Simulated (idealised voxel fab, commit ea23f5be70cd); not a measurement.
Module name: voxel trench capacitor (process module)
Displayed cross-section: cut, width of 165 nm, square cells sized 5 nm.
Cross-section spec: square-cell grid; bands listed top down; each band is one or more rows.
Within each band entry, the heights of the top and of the bottom of the band appear first, in that order and in nm; the materials of the band then follow from left to right, each with its corresponding width in nm. The designation "full width" on a single material indicates that it fills the band from edge to edge; the designation "blank" indicates empty space.
Heights from 0 (as-received wafer is one material below). Bottom band endless downward, as "0 and below".
You'd read "30 to 40" like this: the band's top row of cells is as wide as the first number, its bottom row is as wide as the second, and going down, every row changes width by the same amount as the row before did.
Take "same as before" at face value: in the step it is given for, the cross-section changed in none of its cells.
"Cavities, closed": empty spaces of 8 cells or more with no open way to the top, each given as width x height at distance, distance from the left edge, all in nm.
Heads up: the bit after the settings on a step's line is the simulator's remark on that step.
"overlay nm" answers the question of how far to the right of plan the mask lay on a step that has a mask, and when it is negative the answer is to the left.

# Process steps foreseen in the plan
step 1: RECEIVE [material Si]
step 2: CONFORMAL_DEP [material SiN] [thk nm 5]
step 3: DIRECTIONAL_DEP [material aC] [thk nm 15]
step 4: PATTERN [tone open] [mask id TRENCH] [material resist] [width nm 15] [pitch nm 40] [thk nm 35] [overlay nm 0]
step 5: DIRECTIONAL_ETCH [etch materials aC] [depth nm 15]
step 6: STRIP [etch materials resist]
step 7: DIRECTIONAL_ETCH [etch materials SiN] [depth nm 5]
step 8: DIRECTIONAL_ETCH [etch materials Si] [depth nm 40]
step 9: STRIP [etch materials aC]
step 10: CONFORMAL_DEP [material Al2O3] [thk nm 5]
step 11: FILL_DEP [material polySi] [thk nm 5]
step 12: CMP [height nm 5]

# First out of two wafers; run went to plan

# Cross-section of the incoming wafer, state after step 1
- 0 and below  Si full width
- Cavities, closed: none

# After step 2, in cross-section
- 5 down to 0  SiN full width
- Whatever lies below 0 is exactly as it was before.

# After step 3, in cross-section
- 20 down to 5  aC full width
- Whatever lies below 5 is exactly as it was before.

# After step 4, in cross-section
- 55 down to 20  resist: 35 / blank: 15 / resist: 25 / blank: 15 / resist: 25 / blank: 15 / resist: 35
- Whatever lies below 20 is exactly as it was before.

# After step 5, in cross-section
- 40 down to 20  resist: 35 / blank: 15 / resist: 25 / blank: 15 / resist: 25 / blank: 15 / resist: 35
- 20 down to 5  aC: 35 / blank: 15 / aC: 25 / blank: 15 / aC: 25 / blank: 15 / aC: 35
- Whatever lies below 5 is exactly as it was before.

# After step 6, in cross-section
- 20 down to 5  aC: 35 / blank: 15 / aC: 25 / blank: 15 / aC: 25 / blank: 15 / aC: 35
- Whatever lies below 5 is exactly as it was before.

# After step 7, in cross-section
- 20 down to 5  aC: 35 / blank: 15 / aC: 25 / blank: 15 / aC: 25 / blank: 15 / aC: 35
- 5 down to 0  SiN: 35 / blank: 15 / SiN: 25 / blank: 15 / SiN: 25 / blank: 15 / SiN: 35
- Whatever lies below 0 is exactly as it was before.

# After step 8, in cross-section
- 20 down to 5  aC: 35 / blank: 15 / aC: 25 / blank: 15 / aC: 25 / blank: 15 / aC: 35
- 5 down to 0  SiN: 35 / blank: 15 / SiN: 25 / blank: 15 / SiN: 25 / blank: 15 / SiN: 35
- 0 down to -40  Si: 35 / blank: 15 / Si: 25 / blank: 15 / Si: 25 / blank: 15 / Si: 35
- Whatever lies below -40 is exactly as it was before.

# After step 9, in cross-section
- 5 down to 0  SiN: 35 / blank: 15 / SiN: 25 / blank: 15 / SiN: 25 / blank: 15 / SiN: 35
- Whatever lies below 0 is exactly as it was before.

# After step 10, in cross-section
- 10 down to 5  Al2O3: 40 / blank: 5 / Al2O3: 35 / blank: 5 / Al2O3: 35 / blank: 5 / Al2O3: 40
- 5 down to 0  SiN: 35 / Al2O3: 5 / blank: 5 / Al2O3: 5 / SiN: 25 / Al2O3: 5 / blank: 5 / Al2O3: 5 / SiN: 25 / Al2O3: 5 / blank: 5 / Al2O3: 5 / SiN: 35
- 0 down to -35  Si: 35 / Al2O3: 5 / blank: 5 / Al2O3: 5 / Si: 25 / Al2O3: 5 / blank: 5 / Al2O3: 5 / Si: 25 / Al2O3: 5 / blank: 5 / Al2O3: 5 / Si: 35
- -35 down to -40  Si: 35 / Al2O3: 15 / Si: 25 / Al2O3: 15 / Si: 25 / Al2O3: 15 / Si: 35
- Whatever lies below -40 is exactly as it was before.

# After step 11, in cross-section
- 15 down to 10  polySi full width
- 10 down to 5  Al2O3: 40 / polySi: 5 / Al2O3: 35 / polySi: 5 / Al2O3: 35 / polySi: 5 / Al2O3: 40
- 5 down to 0  SiN: 35 / Al2O3: 5 / polySi: 5 / Al2O3: 5 / SiN: 25 / Al2O3: 5 / polySi: 5 / Al2O3: 5 / SiN: 25 / Al2O3: 5 / polySi: 5 / Al2O3: 5 / SiN: 35
- 0 down to -35  Si: 35 / Al2O3: 5 / polySi: 5 / Al2O3: 5 / Si: 25 / Al2O3: 5 / polySi: 5 / Al2O3: 5 / Si: 25 / Al2O3: 5 / polySi: 5 / Al2O3: 5 / Si: 35
- Whatever lies below -35 is exactly as it was before.

# After step 12, in cross-section
- 5 down to 0  SiN: 35 / Al2O3: 5 / polySi: 5 / Al2O3: 5 / SiN: 25 / Al2O3: 5 / polySi: 5 / Al2O3: 5 / SiN: 25 / Al2O3: 5 / polySi: 5 / Al2O3: 5 / SiN: 35
- Whatever lies below 0 is exactly as it was before.

# Second of two: same start, same plan, one run error; steps up to and including 7 match the first

# Cross-sectional representation of the second wafer at the time designated in the plan for the completion of step 8
- 20 down to 5  aC: 35 / blank: 15 / aC: 25 / blank: 15 / aC: 25 / blank: 15 / aC: 35
- 5 down to 0  SiN: 35 / blank: 15 / SiN: 25 / blank: 15 / SiN: 25 / blank: 15 / SiN: 35
- 0 down to -30  Si: 35 / blank: 15 / Si: 25 / blank: 15 / Si: 25 / blank: 15 / Si: 35
- Whatever lies below -30 is exactly as it was before.

# Cross-sectional representation of the second wafer at the time designated in the plan for the completion of step 9
- 5 down to 0  SiN: 35 / blank: 15 / SiN: 25 / blank: 15 / SiN: 25 / blank: 15 / SiN: 35
- Whatever lies below 0 is exactly as it was before.

# Cross-sectional representation of the second wafer at the time designated in the plan for the completion of step 10
- 10 down to 5  Al2O3: 40 / blank: 5 / Al2O3: 35 / blank: 5 / Al2O3: 35 / blank: 5 / Al2O3: 40
- 5 down to 0  SiN: 35 / Al2O3: 5 / blank: 5 / Al2O3: 5 / SiN: 25 / Al2O3: 5 / blank: 5 / Al2O3: 5 / SiN: 25 / Al2O3: 5 / blank: 5 / Al2O3: 5 / SiN: 35
- 0 down to -25  Si: 35 / Al2O3: 5 / blank: 5 / Al2O3: 5 / Si: 25 / Al2O3: 5 / blank: 5 / Al2O3: 5 / Si: 25 / Al2O3: 5 / blank: 5 / Al2O3: 5 / Si: 35
- -25 down to -30  Si: 35 / Al2O3: 15 / Si: 25 / Al2O3: 15 / Si: 25 / Al2O3: 15 / Si: 35
- Whatever lies below -30 is exactly as it was before.

# Cross-sectional representation of the second wafer at the time designated in the plan for the completion of step 11
- 15 down to 10  polySi full width
- 10 down to 5  Al2O3: 40 / polySi: 5 / Al2O3: 35 / polySi: 5 / Al2O3: 35 / polySi: 5 / Al2O3: 40
- 5 down to 0  SiN: 35 / Al2O3: 5 / polySi: 5 / Al2O3: 5 / SiN: 25 / Al2O3: 5 / polySi: 5 / Al2O3: 5 / SiN: 25 / Al2O3: 5 / polySi: 5 / Al2O3: 5 / SiN: 35
- 0 down to -25  Si: 35 / Al2O3: 5 / polySi: 5 / Al2O3: 5 / Si: 25 / Al2O3: 5 / polySi: 5 / Al2O3: 5 / Si: 25 / Al2O3: 5 / polySi: 5 / Al2O3: 5 / Si: 35
- Whatever lies below -25 is exactly as it was before.

# Cross-sectional representation of the second wafer at the time designated in the plan for the completion of step 12
- 5 down to 0  SiN: 35 / Al2O3: 5 / polySi: 5 / Al2O3: 5 / SiN: 25 / Al2O3: 5 / polySi: 5 / Al2O3: 5 / SiN: 25 / Al2O3: 5 / polySi: 5 / Al2O3: 5 / SiN: 35
- Whatever lies below 0 is exactly as it was before.
Deviation noted in wafer processing: the process deviated at step 8: the operation and settings actually run there were DIRECTIONAL_ETCH [etch materials Si] [depth nm 30]
The closing comparison, in cells, has the second wafer with more or fewer of some materials than the first: Al2O3 -12; Si +18; polySi -6
